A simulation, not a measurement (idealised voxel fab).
You're looking at the process module voxel double patterning.
We display cut, a cross-section 165 nm in width whose square cells are each 5 nm.
A cross-section is a grid of square cells, given in bands from the top down. A band is one or more rows of cells.
It is stipulated that each band's entry specify, in nanometres, the height of the top of the band and then that of its bottom, followed by the materials of the band in left-to-right sequence, each together with its width in nanometres. A single material marked by the word "throughout" is understood to fill the band from edge to edge; the word "empty" is understood to denote empty space.
It should be noted that heights are counted from 0, beneath which the wafer as supplied is of one material throughout, and that the lowest band possesses no lower boundary but continues downward, as written in "from 0 down".
The notation "30..40" denotes a width that varies across the rows of cells in the band, beginning at the first number in the top row, finishing at the second number in the bottom row, and changing by an identical amount from each row to the next.
Key: "everything unchanged" - step with no changed cell in the cross-section.
Empty spaces counting at least 8 cells and having no open way to the top are listed in "Enclosed void listing". The notation width x height at distance is used for each, the distance being from the left edge and all three values in nm.
Past the settings on a step's line: simulator remark, on that step.
"overlay nm", when on a step's line for a step with a mask, measures how far to the right of its planned place the mask lay; a negative measure means to the left.
List of planned process steps
| 1 | RECEIVE: material Si |
| 2 | CONFORMAL_DEP: material SiO2, thk nm 5 |
| 3 | DIRECTIONAL_DEP: material TiN, thk nm 10 |
| 4 | DIRECTIONAL_DEP: material SiCN, thk nm 5 |
| 5 | MASKED_ETCH: tone open, mask id FIRST, width nm 15, pitch nm 50, etch materials SiCN, depth nm 5, overlay nm 0 |
| 6 | MASKED_ETCH: tone open, mask id SECOND, width nm 15, pitch nm 50, etch materials SiCN, depth nm 5, overlay nm -15 |
| 7 | DIRECTIONAL_ETCH: etch materials TiN, depth nm 10 |
| 8 | STRIP: etch materials SiCN |
Heads up: all these wafers start the same, and what changes between them is the overlay nm in step 6. The value you see in the plan is just what the first wafer got.
Received wafers, first of several: cross-section after step 1
- from 0 down: Si throughout
- Enclosed void listing: none
At the end of the module, after its last step, step 8, the first of several wafers appears in cross-section as follows
- from 15 to 5: TiN: 25  empty: 25  TiN: 25  empty: 25  TiN: 25  empty: 15  TiN: 25
- from 5 to 0: SiO2 throughout
- from 0 down: Si throughout
- Enclosed void listing: none
The last wafer as seen in cross-section at the end of the module
- from 15 to 5: TiN: 25  empty: 15  TiN: 25  empty: 25  TiN: 25  empty: 25  TiN: 25
- from 5 to 0: SiO2 throughout
- from 0 down: Si throughout
- Enclosed void listing: none
Take any row and you have a wafer at the end of the module: how many cells of each material it has gained (+) or lost (-) since it was received, and then its closed voids
overlay nm -15 | +33 SiO2 | +40 TiN | Enclosed void listing: none
overlay nm -10 | +33 SiO2 | +36 TiN | Enclosed void listing: none
overlay nm -5 | +33 SiO2 | +36 TiN | Enclosed void listing: none
overlay nm 0 | +33 SiO2 | +36 TiN | Enclosed void listing: none
overlay nm 5 | +33 SiO2 | +36 TiN | Enclosed void listing: none
overlay nm 10 | +33 SiO2 | +36 TiN | Enclosed void listing: none
overlay nm 15 | +33 SiO2 | +40 TiN | Enclosed void listing: none
